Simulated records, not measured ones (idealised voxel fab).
Proc. module: voxel transistor to metal
Cross-sectional view cut (width: 185 nm; square cell size: 5 nm).
In what follows, cross-sections appear as grids of square cells, described through bands that run from the top down, where every band is one or more rows of cells. Band: top and bottom heights (nm) first, top before bottom; then materials from left to right, widths in nm. "throughout" marks a sole material filling the band edge to edge. "empty" denotes empty space. For the purposes of this specification, 0 denotes the height below which the wafer in its as-received condition is composed wholly of one material, and the lowermost band, lacking a lower limit, extends downward without end, as expressed in "from 0 down". With a width like "30..40", each row of cells in the band differs from the next by the same amount, the top row carrying the first number and the bottom row the second. Take "no modifications" at face value: in the step it is given for, the cross-section changed in none of its cells. What "Closed-off voids" gives you is every empty space of 8 cells or more that is cut off from the top. Each appears as width x height at distance, with the distance taken from the left edge and width, height and distance all in nm. Read whatever lies past the settings on a step's line as the simulator's own remark about the step. You can add "overlay nm" to a step's line. For a step with a mask, it describes how far the mask lay to the right of its planned position, and a negative number describes a lay to the left.
### Steps in the process plan
| 1 | RECEIVE | material Si |
| 2 | OXIDIZE | depth nm 5 |
| 3 | CONFORMAL_DEP | material SiN | thk nm 10 |
| 4 | DIRECTIONAL_DEP | material aC | thk nm 10 |
| 5 | PATTERN | tone cover | mask id ACTIVE | material resist | width nm 95 | thk nm 30 | overlay nm 0 |
| 6 | DIRECTIONAL_ETCH | etch materials aC | depth nm 10 |
| 7 | STRIP | etch materials resist |
| 8 | DIRECTIONAL_ETCH | etch materials SiN | depth nm 10 |
| 9 | DIRECTIONAL_ETCH | etch materials SiO2 | depth nm 5 |
| 10 | DIRECTIONAL_ETCH | etch materials Si | depth nm 25 |
| 11 | STRIP | etch materials aC |
| 12 | FILL_DEP | material SiO2 | thk nm 10 |
| 13 | CMP | height nm 10 |
| 14 | SELECTIVE_ETCH | etch materials SiO2 | depth nm 5 |
| 15 | STRIP | etch materials SiN |
| 16 | SELECTIVE_ETCH | etch materials SiO2 | depth nm 5 |
| 17 | OXIDIZE | depth nm 5 |
| 18 | DIRECTIONAL_DEP | material polySi | thk nm 20 |
| 19 | DIRECTIONAL_DEP | material SiCN | thk nm 15 |
| 20 | DIRECTIONAL_DEP | material aC | thk nm 10 |
| 21 | PATTERN | tone cover | mask id GATE | material resist | width nm 25 | thk nm 30 | overlay nm 0 |
| 22 | DIRECTIONAL_ETCH | etch materials aC | depth nm 10 |
| 23 | STRIP | etch materials resist |
| 24 | DIRECTIONAL_ETCH | etch materials SiCN | depth nm 25 |
| 25 | DIRECTIONAL_ETCH | etch materials polySi | depth nm 30 |
| 26 | STRIP | etch materials aC |
| 27 | CONFORMAL_DEP | material SiN | thk nm 10 |
| 28 | DIRECTIONAL_ETCH | etch materials SiN | depth nm 10 |
| 29 | DIRECTIONAL_ETCH | etch materials SiO2 | depth nm 5 |
| 30 | EPI | material nSi | thk nm 5 |
| 31 | FILL_DEP | material SiO2 | thk nm 5 |
| 32 | CMP | height nm 15 |
| 33 | STRIP | etch materials polySi |
| 34 | SELECTIVE_ETCH | etch materials SiO2 | depth nm 5 |
| 35 | CONFORMAL_DEP | material HfO2 | thk nm 5 |
| 36 | CONFORMAL_DEP | material TiN | thk nm 5 |
| 37 | FILL_DEP | material W | thk nm 10 |
| 38 | CMP | height nm 10 |
| 39 | DIRECTIONAL_DEP | material SiO2 | thk nm 15 |
| 40 | DIRECTIONAL_DEP | material aC | thk nm 10 |
| 41 | PATTERN | tone open | mask id CONTACT | material resist | width nm 15 | pitch nm 70 | thk nm 30 | overlay nm 0 |
| 42 | DIRECTIONAL_ETCH | etch materials aC | depth nm 10 |
| 43 | STRIP | etch materials resist |
| 44 | DIRECTIONAL_ETCH | etch materials SiO2 | depth nm 30 |
| 45 | STRIP | etch materials aC |
| 46 | CONFORMAL_DEP | material TiN | thk nm 5 |
| 47 | FILL_DEP | material W | thk nm 5 |
| 48 | CMP | height nm 25 |
| 49 | DIRECTIONAL_DEP | material TiN | thk nm 5 |
| 50 | DIRECTIONAL_DEP | material W | thk nm 15 |
| 51 | DIRECTIONAL_DEP | material aC | thk nm 15 |
| 52 | PATTERN | tone cover | mask id METAL_1 | material resist | width nm 15 | pitch nm 70 | thk nm 35 | overlay nm 0 |
| 53 | DIRECTIONAL_ETCH | etch materials aC | depth nm 15 |
| 54 | STRIP | etch materials resist |
| 55 | DIRECTIONAL_ETCH | etch materials W | depth nm 15 |
| 56 | DIRECTIONAL_ETCH | etch materials TiN | depth nm 5 |
| 57 | STRIP | etch materials aC |
| 58 | FILL_DEP | material lowk | thk nm 10 |
| 59 | CMP | height nm 45 |
| 60 | CONFORMAL_DEP | material SiCN | thk nm 5 |
| 61 | DIRECTIONAL_DEP | material SiO2 | thk nm 35 |
| 62 | PATTERN | tone open | mask id METAL_2 | material resist | width nm 15 | pitch nm 70 | thk nm 20 | overlay nm 0 |
| 63 | DIRECTIONAL_ETCH | etch materials SiO2 | depth nm 20 |
| 64 | STRIP | etch materials resist |
| 65 | MASKED_ETCH | tone open | mask id METAL_2_HOLES | width nm 15 | pitch nm 70 | etch materials SiO2 | depth nm 15 | overlay nm 0 |
| 66 | MASKED_ETCH | tone open | mask id METAL_2_HOLES | width nm 15 | pitch nm 70 | etch materials SiCN | depth nm 5 | overlay nm 0 |
| 67 | CONFORMAL_DEP | material TiN | thk nm 5 |
| 68 | FILL_DEP | material Cu | thk nm 10 |
| 69 | CMP | height nm 85 |
| 70 | CONFORMAL_DEP | material SiCN | thk nm 5 |
### The following pertains to the first of two wafers, which was processed as planned
### As-received wafer cross-section (after step 1)
from 0 down = Si throughout
Closed-off voids: none
### Take a look at the wafer's cross-section after step 2
from 0 to -5 = SiO2 throughout
No changes below -5.
### Take a look at the wafer's cross-section after step 3
from 10 to 0 = SiN throughout
No changes below 0.
### Take a look at the wafer's cross-section after step 4
from 20 to 10 = aC throughout
No changes below 10.
### Take a look at the wafer's cross-section after step 5
from 50 to 20 = empty (45) | resist (95) | empty (45)
No changes below 20.
### Take a look at the wafer's cross-section after step 6
from 40 to 20 = empty (45) | resist (95) | empty (45)
from 20 to 10 = empty (45) | aC (95) | empty (45)
No changes below 10.
### Take a look at the wafer's cross-section after step 7
from 20 to 10 = empty (45) | aC (95) | empty (45)
No changes below 10.
### Take a look at the wafer's cross-section after step 8
from 20 to 10 = empty (45) | aC (95) | empty (45)
from 10 to 0 = empty (45) | SiN (95) | empty (45)
No changes below 0.
### Take a look at the wafer's cross-section after step 9
from 20 to 10 = empty (45) | aC (95) | empty (45)
from 10 to 0 = empty (45) | SiN (95) | empty (45)
from 0 to -5 = empty (45) | SiO2 (95) | empty (45)
No changes below -5.
### Take a look at the wafer's cross-section after step 10
from 20 to 10 = empty (45) | aC (95) | empty (45)
from 10 to 0 = empty (45) | SiN (95) | empty (45)
from 0 to -5 = empty (45) | SiO2 (95) | empty (45)
from -5 to -30 = empty (45) | Si (95) | empty (45)
No changes below -30.
### Take a look at the wafer's cross-section after step 11
from 10 to 0 = empty (45) | SiN (95) | empty (45)
No changes below 0.
### Take a look at the wafer's cross-section after step 12
from 20 to 10 = SiO2 throughout
from 10 to 0 = SiO2 (45) | SiN (95) | SiO2 (45)
from 0 to -5 = SiO2 throughout
from -5 to -30 = SiO2 (45) | Si (95) | SiO2 (45)
No changes below -30.
### Take a look at the wafer's cross-section after step 13
from 10 to 0 = SiO2 (45) | SiN (95) | SiO2 (45)
No changes below 0.
### Take a look at the wafer's cross-section after step 14
from 10 to 5 = empty (45) | SiN (95) | empty (45)
No changes below 5.
### Take a look at the wafer's cross-section after step 15
from 5 to 0 = SiO2 (45) | empty (95) | SiO2 (45)
No changes below 0.
### Take a look at the wafer's cross-section after step 16
from 0 to -5 = SiO2 (40) | empty (105) | SiO2 (40)
No changes below -5.
### Take a look at the wafer's cross-section after step 17
from 0 to -5 = SiO2 (40) | empty (105) | SiO2 (40)
from -5 to -10 = SiO2 throughout
No changes below -10.
### Take a look at the wafer's cross-section after step 18
from 20 to 15 = polySi (40) | empty (105) | polySi (40)
from 15 to 0 = polySi throughout
from 0 to -5 = SiO2 (40) | polySi (105) | SiO2 (40)
No changes below -5.
### Take a look at the wafer's cross-section after step 19
from 35 to 30 = SiCN (40) | empty (105) | SiCN (40)
from 30 to 20 = SiCN throughout
from 20 to 15 = polySi (40) | SiCN (105) | polySi (40)
No changes below 15.
### Take a look at the wafer's cross-section after step 20
from 45 to 40 = aC (40) | empty (105) | aC (40)
from 40 to 35 = aC throughout
from 35 to 30 = SiCN (40) | aC (105) | SiCN (40)
No changes below 30.
### Take a look at the wafer's cross-section after step 21
from 75 to 45 = empty (80) | resist (25) | empty (80)
from 45 to 40 = aC (40) | empty (40) | resist (25) | empty (40) | aC (40)
No changes below 40.
### Take a look at the wafer's cross-section after step 22
from 65 to 40 = empty (80) | resist (25) | empty (80)
from 40 to 35 = empty (80) | aC (25) | empty (80)
from 35 to 30 = SiCN (40) | empty (40) | aC (25) | empty (40) | SiCN (40)
No changes below 30.
### Take a look at the wafer's cross-section after step 23
from 40 to 35 = empty (80) | aC (25) | empty (80)
No changes below 35.
### Take a look at the wafer's cross-section after step 24
from 40 to 30 = empty (80) | aC (25) | empty (80)
from 30 to 20 = empty (80) | SiCN (25) | empty (80)
from 20 to 15 = polySi (40) | empty (40) | SiCN (25) | empty (40) | polySi (40)
No changes below 15.
### Take a look at the wafer's cross-section after step 25
from 40 to 30 = empty (80) | aC (25) | empty (80)
from 30 to 15 = empty (80) | SiCN (25) | empty (80)
from 15 to 0 = empty (80) | polySi (25) | empty (80)
from 0 to -5 = SiO2 (40) | empty (40) | polySi (25) | empty (40) | SiO2 (40)
No changes below -5.
### Take a look at the wafer's cross-section after step 26
from 30 to 15 = empty (80) | SiCN (25) | empty (80)
No changes below 15.
### Take a look at the wafer's cross-section after step 27
from 40 to 30 = empty (70) | SiN (45) | empty (70)
from 30 to 15 = empty (70) | SiN (10) | SiCN (25) | SiN (10) | empty (70)
from 15 to 10 = empty (70) | SiN (10) | polySi (25) | SiN (10) | empty (70)
from 10 to 5 = SiN (50) | empty (20) | SiN (10) | polySi (25) | SiN (10) | empty (20) | SiN (50)
from 5 to 0 = SiN (80) | polySi (25) | SiN (80)
from 0 to -5 = SiO2 (40) | SiN (40) | polySi (25) | SiN (40) | SiO2 (40)
No changes below -5.
### Take a look at the wafer's cross-section after step 28
from 30 to 15 = empty (70) | SiN (10) | SiCN (25) | SiN (10) | empty (70)
from 15 to 0 = empty (70) | SiN (10) | polySi (25) | SiN (10) | empty (70)
from 0 to -5 = SiO2 (40) | SiN (10) | empty (20) | SiN (10) | polySi (25) | SiN (10) | empty (20) | SiN (10) | SiO2 (40)
No changes below -5.
### Take a look at the wafer's cross-section after step 29
from 30 to 15 = empty (70) | SiN (10) | SiCN (25) | SiN (10) | empty (70)
from 15 to 0 = empty (70) | SiN (10) | polySi (25) | SiN (10) | empty (70)
from 0 to -5 = empty (40) | SiN (10) | empty (20) | SiN (10) | polySi (25) | SiN (10) | empty (20) | SiN (10) | empty (40)
from -5 to -10 = SiO2 (50) | empty (20) | SiO2 (45) | empty (20) | SiO2 (50)
No changes below -10.
### Take a look at the wafer's cross-section after step 30
from 30 to 15 = empty (70) | SiN (10) | SiCN (25) | SiN (10) | empty (70)
from 15 to 0 = empty (70) | SiN (10) | polySi (25) | SiN (10) | empty (70)
from 0 to -5 = empty (40) | SiN (10) | empty (20) | SiN (10) | polySi (25) | SiN (10) | empty (20) | SiN (10) | empty (40)
from -5 to -10 = SiO2 (50) | nSi (20) | SiO2 (45) | nSi (20) | SiO2 (50)
No changes below -10.
### Take a look at the wafer's cross-section after step 31
from 35 to 30 = SiO2 throughout
from 30 to 15 = SiO2 (70) | SiN (10) | SiCN (25) | SiN (10) | SiO2 (70)
from 15 to 0 = SiO2 (70) | SiN (10) | polySi (25) | SiN (10) | SiO2 (70)
from 0 to -5 = SiO2 (40) | SiN (10) | SiO2 (20) | SiN (10) | polySi (25) | SiN (10) | SiO2 (20) | SiN (10) | SiO2 (40)
No changes below -5.
### Take a look at the wafer's cross-section after step 32
from 15 to 0 = SiO2 (70) | SiN (10) | polySi (25) | SiN (10) | SiO2 (70)
No changes below 0.
### Take a look at the wafer's cross-section after step 33
from 15 to 0 = SiO2 (70) | SiN (10) | empty (25) | SiN (10) | SiO2 (70)
from 0 to -5 = SiO2 (40) | SiN (10) | SiO2 (20) | SiN (10) | empty (25) | SiN (10) | SiO2 (20) | SiN (10) | SiO2 (40)
No changes below -5.
### Take a look at the wafer's cross-section after step 34
from 15 to 10 = empty (70) | SiN (10) | empty (25) | SiN (10) | empty (70)
from 10 to 0 = SiO2 (70) | SiN (10) | empty (25) | SiN (10) | SiO2 (70)
from 0 to -5 = SiO2 (40) | SiN (10) | SiO2 (20) | SiN (10) | empty (25) | SiN (10) | SiO2 (20) | SiN (10) | SiO2 (40)
from -5 to -10 = SiO2 (50) | nSi (20) | SiO2 (5) | empty (35) | SiO2 (5) | nSi (20) | SiO2 (50)
No changes below -10.
### Take a look at the wafer's cross-section after step 35
from 20 to 15 = empty (65) | HfO2 (20) | empty (15) | HfO2 (20) | empty (65)
from 15 to 10 = HfO2 (70) | SiN (10) | HfO2 (5) | empty (15) | HfO2 (5) | SiN (10) | HfO2 (70)
from 10 to 0 = SiO2 (70) | SiN (10) | HfO2 (5) | empty (15) | HfO2 (5) | SiN (10) | SiO2 (70)
from 0 to -5 = SiO2 (40) | SiN (10) | SiO2 (20) | SiN (10) | HfO2 (5) | empty (15) | HfO2 (5) | SiN (10) | SiO2 (20) | SiN (10) | SiO2 (40)
from -5 to -10 = SiO2 (50) | nSi (20) | SiO2 (5) | HfO2 (35) | SiO2 (5) | nSi (20) | SiO2 (50)
No changes below -10.
### Take a look at the wafer's cross-section after step 36
from 25 to 20 = empty (60) | TiN (30) | empty (5) | TiN (30) | empty (60)
from 20 to 15 = TiN (65) | HfO2 (20) | TiN (5) | empty (5) | TiN (5) | HfO2 (20) | TiN (65)
from 15 to 10 = HfO2 (70) | SiN (10) | HfO2 (5) | TiN (5) | empty (5) | TiN (5) | HfO2 (5) | SiN (10) | HfO2 (70)
from 10 to 0 = SiO2 (70) | SiN (10) | HfO2 (5) | TiN (5) | empty (5) | TiN (5) | HfO2 (5) | SiN (10) | SiO2 (70)
from 0 to -5 = SiO2 (40) | SiN (10) | SiO2 (20) | SiN (10) | HfO2 (5) | TiN (15) | HfO2 (5) | SiN (10) | SiO2 (20) | SiN (10) | SiO2 (40)
No changes below -5.
### Take a look at the wafer's cross-section after step 37
from 35 to 25 = W throughout
from 25 to 20 = W (60) | TiN (30) | W (5) | TiN (30) | W (60)
from 20 to 15 = TiN (65) | HfO2 (20) | TiN (5) | W (5) | TiN (5) | HfO2 (20) | TiN (65)
from 15 to 10 = HfO2 (70) | SiN (10) | HfO2 (5) | TiN (5) | W (5) | TiN (5) | HfO2 (5) | SiN (10) | HfO2 (70)
from 10 to 0 = SiO2 (70) | SiN (10) | HfO2 (5) | TiN (5) | W (5) | TiN (5) | HfO2 (5) | SiN (10) | SiO2 (70)
No changes below 0.
### Take a look at the wafer's cross-section after step 38
from 10 to 0 = SiO2 (70) | SiN (10) | HfO2 (5) | TiN (5) | W (5) | TiN (5) | HfO2 (5) | SiN (10) | SiO2 (70)
No changes below 0.
### Take a look at the wafer's cross-section after step 39
from 25 to 10 = SiO2 throughout
No changes below 10.
### Take a look at the wafer's cross-section after step 40
from 35 to 25 = aC throughout
No changes below 25.
### Take a look at the wafer's cross-section after step 41
from 65 to 35 = resist (50) | empty (15) | resist (55) | empty (15) | resist (50)
No changes below 35.
### Take a look at the wafer's cross-section after step 42
from 55 to 35 = resist (50) | empty (15) | resist (55) | empty (15) | resist (50)
from 35 to 25 = aC (50) | empty (15) | aC (55) | empty (15) | aC (50)
No changes below 25.
### Take a look at the wafer's cross-section after step 43
from 35 to 25 = aC (50) | empty (15) | aC (55) | empty (15) | aC (50)
No changes below 25.
### Take a look at the wafer's cross-section after step 44
from 35 to 25 = aC (50) | empty (15) | aC (55) | empty (15) | aC (50)
from 25 to 10 = SiO2 (50) | empty (15) | SiO2 (55) | empty (15) | SiO2 (50)
from 10 to 0 = SiO2 (50) | empty (15) | SiO2 (5) | SiN (10) | HfO2 (5) | TiN (5) | W (5) | TiN (5) | HfO2 (5) | SiN (10) | SiO2 (5) | empty (15) | SiO2 (50)
from 0 to -5 = SiO2 (40) | SiN (10) | empty (15) | SiO2 (5) | SiN (10) | HfO2 (5) | TiN (15) | HfO2 (5) | SiN (10) | SiO2 (5) | empty (15) | SiN (10) | SiO2 (40)
No changes below -5.
### Take a look at the wafer's cross-section after step 45
from 25 to 10 = SiO2 (50) | empty (15) | SiO2 (55) | empty (15) | SiO2 (50)
No changes below 10.
### Take a look at the wafer's cross-section after step 46
from 30 to 25 = TiN (55) | empty (5) | TiN (65) | empty (5) | TiN (55)
from 25 to 10 = SiO2 (50) | TiN (5) | empty (5) | TiN (5) | SiO2 (55) | TiN (5) | empty (5) | TiN (5) | SiO2 (50)
from 10 to 0 = SiO2 (50) | TiN (5) | empty (5) | TiN (5) | SiO2 (5) | SiN (10) | HfO2 (5) | TiN (5) | W (5) | TiN (5) | HfO2 (5) | SiN (10) | SiO2 (5) | TiN (5) | empty (5) | TiN (5) | SiO2 (50)
from 0 to -5 = SiO2 (40) | SiN (10) | TiN (15) | SiO2 (5) | SiN (10) | HfO2 (5) | TiN (15) | HfO2 (5) | SiN (10) | SiO2 (5) | TiN (15) | SiN (10) | SiO2 (40)
No changes below -5.
### Take a look at the wafer's cross-section after step 47
from 35 to 30 = W throughout
from 30 to 25 = TiN (55) | W (5) | TiN (65) | W (5) | TiN (55)
from 25 to 10 = SiO2 (50) | TiN (5) | W (5) | TiN (5) | SiO2 (55) | TiN (5) | W (5) | TiN (5) | SiO2 (50)
from 10 to 0 = SiO2 (50) | TiN (5) | W (5) | TiN (5) | SiO2 (5) | SiN (10) | HfO2 (5) | TiN (5) | W (5) | TiN (5) | HfO2 (5) | SiN (10) | SiO2 (5) | TiN (5) | W (5) | TiN (5) | SiO2 (50)
No changes below 0.
### Take a look at the wafer's cross-section after step 48
from 25 to 10 = SiO2 (50) | TiN (5) | W (5) | TiN (5) | SiO2 (55) | TiN (5) | W (5) | TiN (5) | SiO2 (50)
No changes below 10.
### Take a look at the wafer's cross-section after step 49
from 30 to 25 = TiN throughout
No changes below 25.
### Take a look at the wafer's cross-section after step 50
from 45 to 30 = W throughout
No changes below 30.
### Take a look at the wafer's cross-section after step 51
from 60 to 45 = aC throughout
No changes below 45.
### Take a look at the wafer's cross-section after step 52
from 95 to 60 = empty (50) | resist (15) | empty (55) | resist (15) | empty (50)
No changes below 60.
### Take a look at the wafer's cross-section after step 53
from 80 to 60 = empty (50) | resist (15) | empty (55) | resist (15) | empty (50)
from 60 to 45 = empty (50) | aC (15) | empty (55) | aC (15) | empty (50)
No changes below 45.
### Take a look at the wafer's cross-section after step 54
from 60 to 45 = empty (50) | aC (15) | empty (55) | aC (15) | empty (50)
No changes below 45.
### Take a look at the wafer's cross-section after step 55
from 60 to 45 = empty (50) | aC (15) | empty (55) | aC (15) | empty (50)
from 45 to 30 = empty (50) | W (15) | empty (55) | W (15) | empty (50)
No changes below 30.
### Take a look at the wafer's cross-section after step 56
from 60 to 45 = empty (50) | aC (15) | empty (55) | aC (15) | empty (50)
from 45 to 30 = empty (50) | W (15) | empty (55) | W (15) | empty (50)
from 30 to 25 = empty (50) | TiN (15) | empty (55) | TiN (15) | empty (50)
No changes below 25.
### Take a look at the wafer's cross-section after step 57
from 45 to 30 = empty (50) | W (15) | empty (55) | W (15) | empty (50)
No changes below 30.
### Take a look at the wafer's cross-section after step 58
from 55 to 45 = lowk throughout
from 45 to 30 = lowk (50) | W (15) | lowk (55) | W (15) | lowk (50)
from 30 to 25 = lowk (50) | TiN (15) | lowk (55) | TiN (15) | lowk (50)
No changes below 25.
### Take a look at the wafer's cross-section after step 59
from 45 to 30 = lowk (50) | W (15) | lowk (55) | W (15) | lowk (50)
No changes below 30.
### Take a look at the wafer's cross-section after step 60
from 50 to 45 = SiCN throughout
No changes below 45.
### Take a look at the wafer's cross-section after step 61
from 85 to 50 = SiO2 throughout
No changes below 50.
### Take a look at the wafer's cross-section after step 62
from 105 to 85 = resist (50) | empty (15) | resist (55) | empty (15) | resist (50)
No changes below 85.
### Take a look at the wafer's cross-section after step 63
from 105 to 85 = resist (50) | empty (15) | resist (55) | empty (15) | resist (50)
from 85 to 65 = SiO2 (50) | empty (15) | SiO2 (55) | empty (15) | SiO2 (50)
No changes below 65.
### Take a look at the wafer's cross-section after step 64
from 85 to 65 = SiO2 (50) | empty (15) | SiO2 (55) | empty (15) | SiO2 (50)
No changes below 65.
### Take a look at the wafer's cross-section after step 65
from 85 to 50 = SiO2 (50) | empty (15) | SiO2 (55) | empty (15) | SiO2 (50)
No changes below 50.
### Take a look at the wafer's cross-section after step 66
from 85 to 50 = SiO2 (50) | empty (15) | SiO2 (55) | empty (15) | SiO2 (50)
from 50 to 45 = SiCN (50) | empty (15) | SiCN (55) | empty (15) | SiCN (50)
No changes below 45.
### Take a look at the wafer's cross-section after step 67
from 90 to 85 = TiN (55) | empty (5) | TiN (65) | empty (5) | TiN (55)
from 85 to 50 = SiO2 (50) | TiN (5) | empty (5) | TiN (5) | SiO2 (55) | TiN (5) | empty (5) | TiN (5) | SiO2 (50)
from 50 to 45 = SiCN (50) | TiN (15) | SiCN (55) | TiN (15) | SiCN (50)
No changes below 45.
### Take a look at the wafer's cross-section after step 68
from 100 to 90 = Cu throughout
from 90 to 85 = TiN (55) | Cu (5) | TiN (65) | Cu (5) | TiN (55)
from 85 to 50 = SiO2 (50) | TiN (5) | Cu (5) | TiN (5) | SiO2 (55) | TiN (5) | Cu (5) | TiN (5) | SiO2 (50)
No changes below 50.
### Take a look at the wafer's cross-section after step 69
from 85 to 50 = SiO2 (50) | TiN (5) | Cu (5) | TiN (5) | SiO2 (55) | TiN (5) | Cu (5) | TiN (5) | SiO2 (50)
No changes below 50.
### Take a look at the wafer's cross-section after step 70
from 90 to 85 = SiCN throughout
No changes below 85.
### Wafer two of two - same starting point, same process plan, one mistake in execution; matches wafer one up to and including step 61
### What the second wafer looks like in cross-section when step 62 should have wrapped up
from 105 to 85 = resist (45) | empty (25) | resist (45) | empty (25) | resist (45)
No changes below 85.
### What the second wafer looks like in cross-section when step 63 should have wrapped up
from 105 to 85 = resist (45) | empty (25) | resist (45) | empty (25) | resist (45)
from 85 to 65 = SiO2 (45) | empty (25) | SiO2 (45) | empty (25) | SiO2 (45)
No changes below 65.
### What the second wafer looks like in cross-section when step 64 should have wrapped up
from 85 to 65 = SiO2 (45) | empty (25) | SiO2 (45) | empty (25) | SiO2 (45)
No changes below 65.
### What the second wafer looks like in cross-section when step 65 should have wrapped up
from 85 to 65 = SiO2 (45) | empty (25) | SiO2 (45) | empty (25) | SiO2 (45)
from 65 to 50 = SiO2 (50) | empty (15) | SiO2 (55) | empty (15) | SiO2 (50)
No changes below 50.
### What the second wafer looks like in cross-section when step 66 should have wrapped up
from 85 to 65 = SiO2 (45) | empty (25) | SiO2 (45) | empty (25) | SiO2 (45)
from 65 to 50 = SiO2 (50) | empty (15) | SiO2 (55) | empty (15) | SiO2 (50)
from 50 to 45 = SiCN (50) | empty (15) | SiCN (55) | empty (15) | SiCN (50)
No changes below 45.
### What the second wafer looks like in cross-section when step 67 should have wrapped up
from 90 to 85 = TiN (50) | empty (15) | TiN (55) | empty (15) | TiN (50)
from 85 to 70 = SiO2 (45) | TiN (5) | empty (15) | TiN (5) | SiO2 (45) | TiN (5) | empty (15) | TiN (5) | SiO2 (45)
from 70 to 65 = SiO2 (45) | TiN (10) | empty (5) | TiN (10) | SiO2 (45) | TiN (10) | empty (5) | TiN (10) | SiO2 (45)
from 65 to 50 = SiO2 (50) | TiN (5) | empty (5) | TiN (5) | SiO2 (55) | TiN (5) | empty (5) | TiN (5) | SiO2 (50)
from 50 to 45 = SiCN (50) | TiN (15) | SiCN (55) | TiN (15) | SiCN (50)
No changes below 45.
### What the second wafer looks like in cross-section when step 68 should have wrapped up
from 100 to 90 = Cu throughout
from 90 to 85 = TiN (50) | Cu (15) | TiN (55) | Cu (15) | TiN (50)
from 85 to 70 = SiO2 (45) | TiN (5) | Cu (15) | TiN (5) | SiO2 (45) | TiN (5) | Cu (15) | TiN (5) | SiO2 (45)
from 70 to 65 = SiO2 (45) | TiN (10) | Cu (5) | TiN (10) | SiO2 (45) | TiN (10) | Cu (5) | TiN (10) | SiO2 (45)
from 65 to 50 = SiO2 (50) | TiN (5) | Cu (5) | TiN (5) | SiO2 (55) | TiN (5) | Cu (5) | TiN (5) | SiO2 (50)
No changes below 50.
### What the second wafer looks like in cross-section when step 69 should have wrapped up
from 85 to 70 = SiO2 (45) | TiN (5) | Cu (15) | TiN (5) | SiO2 (45) | TiN (5) | Cu (15) | TiN (5) | SiO2 (45)
No changes below 70.
### What the second wafer looks like in cross-section when step 70 should have wrapped up
from 90 to 85 = SiCN throughout
No changes below 85.
What was the processing mistake? step 62 ran differently from the plan; actual operation with settings: PATTERN | tone open | mask id METAL_2 | material resist | width nm 25 | pitch nm 70 | thk nm 20 | overlay nm 0
Materials where the second wafer ends with more or fewer cells than the first: Cu +12; SiO2 -16; TiN +4
